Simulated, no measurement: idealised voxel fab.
The process module presented herein is designated voxel transistor to metal.
Cross-sectional view cut (width: 195 nm; square cell size: 5 nm).
A cross-section is a grid of square cells, given in bands from the top down. A band is one or more rows of cells.
For a band, the entry starts with two heights in nm, that of the top and then that of the bottom, and carries on with the band's materials in order from left to right, each alongside its width in nm; the word "full width" beside a single material means it fills the band edge to edge, and "blank" means empty space.
It should be noted that heights are counted from 0, beneath which the wafer as supplied is of one material throughout, and that the lowest band possesses no lower boundary but continues downward, as written in "top 0, no bottom".
The two numbers in a width such as "30 to 40" mark its ends across the band: the first belongs to the top row of cells, the second to the bottom row, and from each row to the next the width moves by the same amount.
"no change" for a step: no cell of the cross-section changed in that step.
"Tabulated closed voids" means: voids of 8 cells or more that are shut off from the top with no open way through. Written width x height at distance, distance from the left edge, in nm.
Formally, on a step line, whatever follows the settings is a remark that the simulator itself makes on the step.
overlay nm: where the mask lay relative to plan, measured to the right, on steps with a mask; negatives go left.

# Intended process steps
- 1: op RECEIVE | material Si
- 2: op CONFORMAL_DEP | material SiO2 | thk nm 5
- 3: op CONFORMAL_DEP | material SiN | thk nm 10
- 4: op DIRECTIONAL_DEP | material aC | thk nm 15
- 5: op PATTERN | tone cover | mask id ACTIVE | material resist | width nm 105 | thk nm 35 | overlay nm 0
- 6: op DIRECTIONAL_ETCH | etch materials aC | depth nm 15
- 7: op STRIP | etch materials resist
- 8: op DIRECTIONAL_ETCH | etch materials SiN | depth nm 10
- 9: op DIRECTIONAL_ETCH | etch materials SiO2 | depth nm 5
- 10: op DIRECTIONAL_ETCH | etch materials Si | depth nm 25
- 11: op STRIP | etch materials aC
- 12: op OXIDIZE | depth nm 5
- 13: op FILL_DEP | material SiO2 | thk nm 10
- 14: op CMP | height nm 15
- 15: op SELECTIVE_ETCH | etch materials SiO2 | depth nm 5
- 16: op STRIP | etch materials SiN
- 17: op SELECTIVE_ETCH | etch materials SiO2 | depth nm 5
- 18: op OXIDIZE | depth nm 5
- 19: op DIRECTIONAL_DEP | material polySi | thk nm 20
- 20: op DIRECTIONAL_DEP | material SiCN | thk nm 15
- 21: op DIRECTIONAL_DEP | material aC | thk nm 10
- 22: op PATTERN | tone cover | mask id GATE | material resist | width nm 25 | thk nm 30 | overlay nm 0
- 23: op DIRECTIONAL_ETCH | etch materials aC | depth nm 10
- 24: op STRIP | etch materials resist
- 25: op DIRECTIONAL_ETCH | etch materials SiCN | depth nm 25
- 26: op DIRECTIONAL_ETCH | etch materials polySi | depth nm 30
- 27: op STRIP | etch materials aC
- 28: op CONFORMAL_DEP | material SiN | thk nm 5
- 29: op DIRECTIONAL_ETCH | etch materials SiN | depth nm 5
- 30: op DIRECTIONAL_ETCH | etch materials SiO2 | depth nm 5
- 31: op DIRECTIONAL_ETCH | etch materials Si | depth nm 10
- 32: op EPI | material SiGe | thk nm 15
- 33: op FILL_DEP | material SiO2 | thk nm 10
- 34: op CMP | height nm 20
- 35: op STRIP | etch materials polySi
- 36: op SELECTIVE_ETCH | etch materials SiO2 | depth nm 5
- 37: op CONFORMAL_DEP | material HfO2 | thk nm 5
- 38: op CONFORMAL_DEP | material TiN | thk nm 5
- 39: op FILL_DEP | material W | thk nm 10
- 40: op CMP | height nm 15
- 41: op DIRECTIONAL_DEP | material SiO2 | thk nm 10
- 42: op MASKED_ETCH | tone open | mask id CONTACT | width nm 15 | pitch nm 80 | etch materials SiO2 | depth nm 25 | overlay nm 0
- 43: op CONFORMAL_DEP | material TiN | thk nm 5
- 44: op FILL_DEP | material W | thk nm 5
- 45: op CMP | height nm 25
- 46: op DIRECTIONAL_DEP | material TiN | thk nm 5
- 47: op DIRECTIONAL_DEP | material W | thk nm 15
- 48: op DIRECTIONAL_DEP | material aC | thk nm 15
- 49: op PATTERN | tone cover | mask id METAL_1 | material resist | width nm 15 | pitch nm 80 | thk nm 35 | overlay nm 0
- 50: op DIRECTIONAL_ETCH | etch materials aC | depth nm 15
- 51: op STRIP | etch materials resist
- 52: op DIRECTIONAL_ETCH | etch materials W | depth nm 15
- 53: op DIRECTIONAL_ETCH | etch materials TiN | depth nm 5
- 54: op STRIP | etch materials aC
- 55: op FILL_DEP | material SiO2 | thk nm 10
- 56: op CMP | height nm 45
- 57: op CONFORMAL_DEP | material SiCN | thk nm 5
- 58: op DIRECTIONAL_DEP | material SiO2 | thk nm 30
- 59: op DIRECTIONAL_DEP | material aC | thk nm 15
- 60: op PATTERN | tone open | mask id METAL_2 | material resist | width nm 15 | pitch nm 80 | thk nm 35 | overlay nm 0
- 61: op DIRECTIONAL_ETCH | etch materials aC | depth nm 15
- 62: op STRIP | etch materials resist
- 63: op DIRECTIONAL_ETCH | etch materials SiO2 | depth nm 20
- 64: op STRIP | etch materials aC
- 65: op PATTERN | tone open | mask id METAL_2_HOLES | material resist | width nm 15 | pitch nm 80 | thk nm 15 | overlay nm 0
- 66: op DIRECTIONAL_ETCH | etch materials SiO2 | depth nm 10
- 67: op DIRECTIONAL_ETCH | etch materials SiCN | depth nm 5
- 68: op STRIP | etch materials resist
- 69: op CONFORMAL_DEP | material TiN | thk nm 5
- 70: op FILL_DEP | material Ru | thk nm 10
- 71: op CMP | height nm 80
- 72: op CONFORMAL_DEP | material SiCN | thk nm 5

# So this is the incoming wafer in cross-section - it's already been through step 1
    top 0, no bottom | Si full width
    Tabulated closed voids: none

# Cross-section taken at module completion on the first of two wafers; processed per the plan
    top 85, bottom 80 | SiCN full width
    top 80, bottom 50 | SiO2=50, TiN=5, Ru=5, TiN=5, SiO2=65, TiN=5, Ru=5, TiN=5, SiO2=50
    top 50, bottom 45 | SiCN=50, TiN=15, SiCN=65, TiN=15, SiCN=50
    top 45, bottom 30 | SiO2=50, W=15, SiO2=65, W=15, SiO2=50
    top 30, bottom 25 | SiO2=50, TiN=15, SiO2=65, TiN=15, SiO2=50
    top 25, bottom 15 | SiO2=50, TiN=5, W=5, TiN=5, SiO2=65, TiN=5, W=5, TiN=5, SiO2=50
    top 15, bottom 10 | SiO2=50, TiN=5, W=5, TiN=5, SiO2=15, SiN=5, HfO2=5, TiN=5, W=5, TiN=5, HfO2=5, SiN=5, SiO2=15, TiN=5, W=5, TiN=5, SiO2=50
    top 10, bottom 5 | SiO2=50, TiN=5, W=5, TiN=5, SiGe=15, SiN=5, HfO2=5, TiN=5, W=5, TiN=5, HfO2=5, SiN=5, SiGe=15, TiN=5, W=5, TiN=5, SiO2=50
    top 5, bottom 0 | SiO2=40, SiN=5, SiO2=5, TiN=15, SiGe=15, SiN=5, HfO2=5, TiN=15, HfO2=5, SiN=5, SiGe=15, TiN=15, SiO2=5, SiN=5, SiO2=40
    top 0, bottom -5 | SiO2=45, SiGe=35, HfO2=35, SiGe=35, SiO2=45
    top -5, bottom -15 | SiO2=50, SiGe=30, Si=35, SiGe=30, SiO2=50
    top -15, bottom -30 | SiO2=50, Si=95, SiO2=50
    top -30, no bottom | Si full width
    Tabulated closed voids: none

# This is the second of the two wafers, cross-sectioned at the end of the module; it started exactly like the first and was given the same plan, but it was run with one mistake
    top 85, bottom 80 | SiCN full width
    top 80, bottom 75 | Ru full width
    top 75, bottom 70 | TiN=55, Ru=5, TiN=75, Ru=5, TiN=55
    top 70, bottom 65 | SiO2=50, TiN=5, Ru=5, TiN=5, SiO2=65, TiN=5, Ru=5, TiN=5, SiO2=50
    top 65, bottom 60 | SiO2=50, TiN=15, SiO2=65, TiN=15, SiO2=50
    top 60, bottom 50 | SiO2 full width
    top 50, bottom 45 | SiCN full width
    top 45, bottom 30 | SiO2=50, W=15, SiO2=65, W=15, SiO2=50
    top 30, bottom 25 | SiO2=50, TiN=15, SiO2=65, TiN=15, SiO2=50
    top 25, bottom 15 | SiO2=50, TiN=5, W=5, TiN=5, SiO2=65, TiN=5, W=5, TiN=5, SiO2=50
    top 15, bottom 10 | SiO2=50, TiN=5, W=5, TiN=5, SiO2=15, SiN=5, HfO2=5, TiN=5, W=5, TiN=5, HfO2=5, SiN=5, SiO2=15, TiN=5, W=5, TiN=5, SiO2=50
    top 10, bottom 5 | SiO2=50, TiN=5, W=5, TiN=5, SiGe=15, SiN=5, HfO2=5, TiN=5, W=5, TiN=5, HfO2=5, SiN=5, SiGe=15, TiN=5, W=5, TiN=5, SiO2=50
    top 5, bottom 0 | SiO2=40, SiN=5, SiO2=5, TiN=15, SiGe=15, SiN=5, HfO2=5, TiN=15, HfO2=5, SiN=5, SiGe=15, TiN=15, SiO2=5, SiN=5, SiO2=40
    top 0, bottom -5 | SiO2=45, SiGe=35, HfO2=35, SiGe=35, SiO2=45
    top -5, bottom -15 | SiO2=50, SiGe=30, Si=35, SiGe=30, SiO2=50
    top -15, bottom -30 | SiO2=50, Si=95, SiO2=50
    top -30, no bottom | Si full width
    Tabulated closed voids: none
Run error: step 65 changed vs plan, executed as op PATTERN | tone cover | mask id METAL_2_HOLES | material resist | width nm 15 | pitch nm 80 | thk nm 15 | overlay nm 0
Materials where the second wafer ends with more or fewer cells than the first: Ru +31, SiCN +6, SiO2 -54, TiN +17
